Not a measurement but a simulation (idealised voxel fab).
The following process module bears the name voxel gate over fins.
Cross-section cut spans 180 nm and uses square cells 5 nm in size.
When this document writes out a cross-section, it uses a grid of square cells and lists it as bands, beginning at the top and moving down, with a band standing for one or more rows of cells.
In this notation a band is specified by the heights of its top and bottom, in that order and in nm, after which its materials appear from left to right, each paired with its width in nm. The word "all across" attached to a single material means that material fills the band from edge to edge; the word "blank" stands for empty space.
Ref level 0: as-received wafer is one material below here. Bottom band extends down with no lower bound ("0 down").
Read "30->40" as a graded width: first number on top, second number at the bottom, same change between each pair of neighbouring rows.
The designation "remained unchanged", where it is given for a processing step, indicates that no cell of the cross-section was altered in the course of that step.
Voids not open to the top, 8 cells minimum: see "Closed voids list". Written width x height at distance; distance is from the left edge; nm.
Post-settings text on a step line: simulator's own remark regarding the step.
The setting "overlay nm" may be written on the line of a step. When the step uses a mask, the value reports how far to the right of the planned place the mask lay, and a negative value reports that it lay to the left.
THE PLANNED PROCESS STEPS ARE ENUMERATED HEREUNDER
1: RECEIVE with material Si
2: CONFORMAL_DEP with material SiN, thk nm 10
3: PATTERN with tone cover, mask id FINS, material resist, width nm 15, pitch nm 35, thk nm 20, overlay nm 0
4: DIRECTIONAL_ETCH with etch materials SiN, depth nm 10
5: DIRECTIONAL_ETCH with etch materials Si, depth nm 35
6: STRIP with etch materials resist
7: OXIDIZE with depth nm 5
8: FILL_DEP with material SiO2, thk nm 5
9: CMP with height nm 10
10: SELECTIVE_ETCH with etch materials SiO2, depth nm 25
11: STRIP with etch materials SiN
12: CONFORMAL_DEP with material HfO2, thk nm 5
13: CONFORMAL_DEP with material TiN, thk nm 5
14: FILL_DEP with material W, thk nm 10
15: CMP with height nm 15
16: CONFORMAL_DEP with material SiN, thk nm 5
CONCERNING THE FIRST OF TWO WAFERS, WHICH WAS RUN IN ACCORDANCE WITH THE PLAN
HERE'S WHAT THE WAFER LOOKED LIKE IN CROSS-SECTION WHEN IT ARRIVED - THAT'S AFTER STEP 1
  0 down: Si all across
  Closed voids list: none
CROSS-SECTIONAL REPRESENTATION OF THE WAFER AT THE CONCLUSION OF STEP 2
  10 to 0: SiN all across
  Rest of section, below 0: as before.
CROSS-SECTIONAL REPRESENTATION OF THE WAFER AT THE CONCLUSION OF STEP 3
  30 to 10: 30 blank / 15 resist / 20 blank / 15 resist / 20 blank / 15 resist / 20 blank / 15 resist / 30 blank
  Rest of section, below 10: as before.
CROSS-SECTIONAL REPRESENTATION OF THE WAFER AT THE CONCLUSION OF STEP 4
  30 to 10: 30 blank / 15 resist / 20 blank / 15 resist / 20 blank / 15 resist / 20 blank / 15 resist / 30 blank
  10 to 0: 30 blank / 15 SiN / 20 blank / 15 SiN / 20 blank / 15 SiN / 20 blank / 15 SiN / 30 blank
  Rest of section, below 0: as before.
CROSS-SECTIONAL REPRESENTATION OF THE WAFER AT THE CONCLUSION OF STEP 5
  30 to 10: 30 blank / 15 resist / 20 blank / 15 resist / 20 blank / 15 resist / 20 blank / 15 resist / 30 blank
  10 to 0: 30 blank / 15 SiN / 20 blank / 15 SiN / 20 blank / 15 SiN / 20 blank / 15 SiN / 30 blank
  0 to -35: 30 blank / 15 Si / 20 blank / 15 Si / 20 blank / 15 Si / 20 blank / 15 Si / 30 blank
  Rest of section, below -35: as before.
CROSS-SECTIONAL REPRESENTATION OF THE WAFER AT THE CONCLUSION OF STEP 6
  10 to 0: 30 blank / 15 SiN / 20 blank / 15 SiN / 20 blank / 15 SiN / 20 blank / 15 SiN / 30 blank
  Rest of section, below 0: as before.
CROSS-SECTIONAL REPRESENTATION OF THE WAFER AT THE CONCLUSION OF STEP 7
  10 to 0: 30 blank / 15 SiN / 20 blank / 15 SiN / 20 blank / 15 SiN / 20 blank / 15 SiN / 30 blank
  0 to -35: 30 blank / 5 SiO2 / 5 Si / 5 SiO2 / 20 blank / 5 SiO2 / 5 Si / 5 SiO2 / 20 blank / 5 SiO2 / 5 Si / 5 SiO2 / 20 blank / 5 SiO2 / 5 Si / 5 SiO2 / 30 blank
  -35 to -40: 35 SiO2 / 5 Si / 30 SiO2 / 5 Si / 30 SiO2 / 5 Si / 30 SiO2 / 5 Si / 35 SiO2
  Rest of section, below -40: as before.
CROSS-SECTIONAL REPRESENTATION OF THE WAFER AT THE CONCLUSION OF STEP 8
  15 to 10: SiO2 all across
  10 to 0: 30 SiO2 / 15 SiN / 20 SiO2 / 15 SiN / 20 SiO2 / 15 SiN / 20 SiO2 / 15 SiN / 30 SiO2
  0 to -40: 35 SiO2 / 5 Si / 30 SiO2 / 5 Si / 30 SiO2 / 5 Si / 30 SiO2 / 5 Si / 35 SiO2
  Rest of section, below -40: as before.
CROSS-SECTIONAL REPRESENTATION OF THE WAFER AT THE CONCLUSION OF STEP 9
  10 to 0: 30 SiO2 / 15 SiN / 20 SiO2 / 15 SiN / 20 SiO2 / 15 SiN / 20 SiO2 / 15 SiN / 30 SiO2
  Rest of section, below 0: as before.
CROSS-SECTIONAL REPRESENTATION OF THE WAFER AT THE CONCLUSION OF STEP 10
  10 to 0: 30 blank / 15 SiN / 20 blank / 15 SiN / 20 blank / 15 SiN / 20 blank / 15 SiN / 30 blank
  0 to -15: 35 blank / 5 Si / 30 blank / 5 Si / 30 blank / 5 Si / 30 blank / 5 Si / 35 blank
  Rest of section, below -15: as before.
CROSS-SECTIONAL REPRESENTATION OF THE WAFER AT THE CONCLUSION OF STEP 11
  0 to -15: 35 blank / 5 Si / 30 blank / 5 Si / 30 blank / 5 Si / 30 blank / 5 Si / 35 blank
  Rest of section, below -15: as before.
CROSS-SECTIONAL REPRESENTATION OF THE WAFER AT THE CONCLUSION OF STEP 12
  5 to 0: 30 blank / 15 HfO2 / 20 blank / 15 HfO2 / 20 blank / 15 HfO2 / 20 blank / 15 HfO2 / 30 blank
  0 to -10: 30 blank / 5 HfO2 / 5 Si / 5 HfO2 / 20 blank / 5 HfO2 / 5 Si / 5 HfO2 / 20 blank / 5 HfO2 / 5 Si / 5 HfO2 / 20 blank / 5 HfO2 / 5 Si / 5 HfO2 / 30 blank
  -10 to -15: 35 HfO2 / 5 Si / 30 HfO2 / 5 Si / 30 HfO2 / 5 Si / 30 HfO2 / 5 Si / 35 HfO2
  Rest of section, below -15: as before.
CROSS-SECTIONAL REPRESENTATION OF THE WAFER AT THE CONCLUSION OF STEP 13
  10 to 5: 25 blank / 25 TiN / 10 blank / 25 TiN / 10 blank / 25 TiN / 10 blank / 25 TiN / 25 blank
  5 to 0: 25 blank / 5 TiN / 15 HfO2 / 5 TiN / 10 blank / 5 TiN / 15 HfO2 / 5 TiN / 10 blank / 5 TiN / 15 HfO2 / 5 TiN / 10 blank / 5 TiN / 15 HfO2 / 5 TiN / 25 blank
  0 to -5: 25 blank / 5 TiN / 5 HfO2 / 5 Si / 5 HfO2 / 5 TiN / 10 blank / 5 TiN / 5 HfO2 / 5 Si / 5 HfO2 / 5 TiN / 10 blank / 5 TiN / 5 HfO2 / 5 Si / 5 HfO2 / 5 TiN / 10 blank / 5 TiN / 5 HfO2 / 5 Si / 5 HfO2 / 5 TiN / 25 blank
  -5 to -10: 30 TiN / 5 HfO2 / 5 Si / 5 HfO2 / 20 TiN / 5 HfO2 / 5 Si / 5 HfO2 / 20 TiN / 5 HfO2 / 5 Si / 5 HfO2 / 20 TiN / 5 HfO2 / 5 Si / 5 HfO2 / 30 TiN
  Rest of section, below -10: as before.
CROSS-SECTIONAL REPRESENTATION OF THE WAFER AT THE CONCLUSION OF STEP 14
  20 to 10: W all across
  10 to 5: 25 W / 25 TiN / 10 W / 25 TiN / 10 W / 25 TiN / 10 W / 25 TiN / 25 W
  5 to 0: 25 W / 5 TiN / 15 HfO2 / 5 TiN / 10 W / 5 TiN / 15 HfO2 / 5 TiN / 10 W / 5 TiN / 15 HfO2 / 5 TiN / 10 W / 5 TiN / 15 HfO2 / 5 TiN / 25 W
  0 to -5: 25 W / 5 TiN / 5 HfO2 / 5 Si / 5 HfO2 / 5 TiN / 10 W / 5 TiN / 5 HfO2 / 5 Si / 5 HfO2 / 5 TiN / 10 W / 5 TiN / 5 HfO2 / 5 Si / 5 HfO2 / 5 TiN / 10 W / 5 TiN / 5 HfO2 / 5 Si / 5 HfO2 / 5 TiN / 25 W
  Rest of section, below -5: as before.
CROSS-SECTIONAL REPRESENTATION OF THE WAFER AT THE CONCLUSION OF STEP 15
  15 to 10: W all across
  Rest of section, below 10: as before.
CROSS-SECTIONAL REPRESENTATION OF THE WAFER AT THE CONCLUSION OF STEP 16
  20 to 15: SiN all across
  Rest of section, below 15: as before.
SECOND WAFER: LIKE START, LIKE PLAN, ONE MISTAKE. THROUGH STEP 11 IT MATCHES THE FIRST WAFER
SECOND WAFER: CROSS-SECTION AT THE SCHEDULED END OF STEP 12
  5 to 0: 30 blank / 15 TiN / 20 blank / 15 TiN / 20 blank / 15 TiN / 20 blank / 15 TiN / 30 blank
  0 to -10: 30 blank / 5 TiN / 5 Si / 5 TiN / 20 blank / 5 TiN / 5 Si / 5 TiN / 20 blank / 5 TiN / 5 Si / 5 TiN / 20 blank / 5 TiN / 5 Si / 5 TiN / 30 blank
  -10 to -15: 35 TiN / 5 Si / 30 TiN / 5 Si / 30 TiN / 5 Si / 30 TiN / 5 Si / 35 TiN
  Rest of section, below -15: as before.
SECOND WAFER: CROSS-SECTION AT THE SCHEDULED END OF STEP 13
  10 to 5: 25 blank / 25 HfO2 / 10 blank / 25 HfO2 / 10 blank / 25 HfO2 / 10 blank / 25 HfO2 / 25 blank
  5 to 0: 25 blank / 5 HfO2 / 15 TiN / 5 HfO2 / 10 blank / 5 HfO2 / 15 TiN / 5 HfO2 / 10 blank / 5 HfO2 / 15 TiN / 5 HfO2 / 10 blank / 5 HfO2 / 15 TiN / 5 HfO2 / 25 blank
  0 to -5: 25 blank / 5 HfO2 / 5 TiN / 5 Si / 5 TiN / 5 HfO2 / 10 blank / 5 HfO2 / 5 TiN / 5 Si / 5 TiN / 5 HfO2 / 10 blank / 5 HfO2 / 5 TiN / 5 Si / 5 TiN / 5 HfO2 / 10 blank / 5 HfO2 / 5 TiN / 5 Si / 5 TiN / 5 HfO2 / 25 blank
  -5 to -10: 30 HfO2 / 5 TiN / 5 Si / 5 TiN / 20 HfO2 / 5 TiN / 5 Si / 5 TiN / 20 HfO2 / 5 TiN / 5 Si / 5 TiN / 20 HfO2 / 5 TiN / 5 Si / 5 TiN / 30 HfO2
  Rest of section, below -10: as before.
SECOND WAFER: CROSS-SECTION AT THE SCHEDULED END OF STEP 14
  20 to 10: W all across
  10 to 5: 25 W / 25 HfO2 / 10 W / 25 HfO2 / 10 W / 25 HfO2 / 10 W / 25 HfO2 / 25 W
  5 to 0: 25 W / 5 HfO2 / 15 TiN / 5 HfO2 / 10 W / 5 HfO2 / 15 TiN / 5 HfO2 / 10 W / 5 HfO2 / 15 TiN / 5 HfO2 / 10 W / 5 HfO2 / 15 TiN / 5 HfO2 / 25 W
  0 to -5: 25 W / 5 HfO2 / 5 TiN / 5 Si / 5 TiN / 5 HfO2 / 10 W / 5 HfO2 / 5 TiN / 5 Si / 5 TiN / 5 HfO2 / 10 W / 5 HfO2 / 5 TiN / 5 Si / 5 TiN / 5 HfO2 / 10 W / 5 HfO2 / 5 TiN / 5 Si / 5 TiN / 5 HfO2 / 25 W
  Rest of section, below -5: as before.
SECOND WAFER: CROSS-SECTION AT THE SCHEDULED END OF STEP 15
  15 to 10: W all across
  Rest of section, below 10: as before.
SECOND WAFER: CROSS-SECTION AT THE SCHEDULED END OF STEP 16
  20 to 15: SiN all across
  Rest of section, below 15: as before.
Run error: steps 12 and 13: order swapped relative to plan
End check, second vs first wafer: material counts in cells match, positions do not.
